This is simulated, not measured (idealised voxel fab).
process module | voxel released beams
cross-section cut | 210 nm wide | cells 5 nm
A cross-section is a grid of square cells, given in bands from the top down. A band is one or more rows of cells.
Each band's line starts with the height of the band's top and of its bottom, in nm. Then come its materials from left to right, each with its width in nm. One material with "throughout" fills the band from edge to edge. "air" is empty space.
Height 0 is the level under which the wafer as received is all one material. The lowest band goes on downwards, as in "0 down".
A width such as "30 to 40" changes by the same amount from each row of cells to the next, from the band's top row to its bottom row.
"no change" after a step means that no cell of the cross-section changed.
closed voids: empty space of 8 cells or more with no open way to the top, each as width x height at its distance from the left edge, in nm
after a step's settings: what the simulator itself notes on the step
overlay nm, on a step with a mask: how far to the right of its planned place the mask lay; to the left if negative
plan
1 op RECEIVE | material Si
2 op CONFORMAL_DEP | material Al2O3 | thk nm 10
3 op DIRECTIONAL_DEP | material SiO2 | thk nm 10
4 op PATTERN | tone open | mask id ANCHOR | material resist | width nm 35 | thk nm 15 | overlay nm 0
5 op DIRECTIONAL_ETCH | etch materials SiO2 | depth nm 10
6 op STRIP | etch materials resist
7 op CONFORMAL_DEP | material SiN | thk nm 15
8 op PATTERN | tone cover | mask id BEAM | material resist | width nm 105 | thk nm 15 | overlay nm 0
9 op DIRECTIONAL_ETCH | etch materials SiN | depth nm 15
10 op STRIP | etch materials resist
11 op STRIP | etch materials SiO2
as received, after step 1
  0 down: Si throughout
  closed voids: none
a wafer at the end: this start, this plan, one mistake
  35 to 20: air 50 | SiN 105 | air 55
  20 to 10: air 60 | SiN 25 | air 125
  10 to 0: Al2O3 throughout
  0 down: Si throughout
  closed voids: none
what went wrong: step 4 ran as: op PATTERN | tone open | mask id ANCHOR | material resist | width nm 25 | thk nm 15 | overlay nm 0
